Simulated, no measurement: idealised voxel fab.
The following process module bears the name voxel ribs on slabs.
The cross-section on display is named cut; it measures 185 nm wide, and its cells are 5 nm squares.
Cross-section = grid of square cells, listed top down in bands; band = one or more rows. Top height, bottom height, nm. Materials left to right, width each, nm. Single material + "throughout" = fills band edge to edge. "empty" = empty. Ref level 0: as-received wafer is one material below here. Bottom band extends down with no lower bound ("from 0 down"). Width "30->40": first value at the band's top row of cells, second value at its bottom row, equal change from row to row. It should be understood that the words "no modification", when stated for a given step, signify that the cross-section underwent no change in any of its cells during that step. Look at "Non-vented voids" for the closed voids: empty spaces with no open path to the top, sized 8 cells or up. Each is width x height at distance, distance from the left edge, all nm. after a step's settings: what the simulator itself notes on the step. On any step carrying a mask, the "overlay nm" setting, if present on the step's line, tells how far right of its planned place the mask lay; negative values point to the left.

Process steps (planned)
1) RECEIVE [material Si]
2) DIRECTIONAL_DEP [material SiO2] [thk nm 20]
3) DIRECTIONAL_DEP [material polySi] [thk nm 25]
4) MASKED_ETCH [tone cover] [mask id RIB] [width nm 30] [etch materials polySi] [depth nm 20] [overlay nm 0]
5) PATTERN [tone cover] [mask id SLAB] [material resist] [width nm 80] [thk nm 20] [overlay nm 0]
6) DIRECTIONAL_ETCH [etch materials polySi] [depth nm 5]
7) STRIP [etch materials resist]
8) FILL_DEP [material SiO2] [thk nm 20]
9) CMP [height nm 60]
10) DIRECTIONAL_DEP [material TiN] [thk nm 5]
11) MASKED_ETCH [tone cover] [mask id HEATER] [width nm 40] [etch materials TiN] [depth nm 5] [overlay nm 0]
12) CONFORMAL_DEP [material SiN] [thk nm 5]

Shown in cross-section is the wafer as received, that is, as it stands after step 1
    from 0 down = Si throughout
    Non-vented voids: none

Post-module cross-section of the first of two wafers (run per plan)
    from 70 to 65 = empty: 65 | SiN: 50 | empty: 70
    from 65 to 60 = SiN: 70 | TiN: 40 | SiN: 75
    from 60 to 45 = SiO2 throughout
    from 45 to 25 = SiO2: 75 | polySi: 30 | SiO2: 80
    from 25 to 20 = SiO2: 50 | polySi: 80 | SiO2: 55
    from 20 to 0 = SiO2 throughout
    from 0 down = Si throughout
    Non-vented voids: none

This is the second of the two wafers, cross-sectioned at the end of the module; it started exactly like the first and was given the same plan, but it was run with one mistake
    from 70 to 65 = empty: 65 | SiN: 50 | empty: 70
    from 65 to 60 = SiN: 70 | TiN: 40 | SiN: 75
    from 60 to 45 = SiO2 throughout
    from 45 to 25 = SiO2: 75 | polySi: 30 | SiO2: 80
    from 25 to 20 = SiO2: 55 | polySi: 80 | SiO2: 50
    from 20 to 0 = SiO2 throughout
    from 0 down = Si throughout
    Non-vented voids: none
What broke from the plan during processing? step 5 off recipe, ran as PATTERN [tone cover] [mask id SLAB] [material resist] [width nm 80] [thk nm 20] [overlay nm 5]
If you tally the cells, the second wafer ends up with the same amount of every material as the first; it's all just sitting in different places.
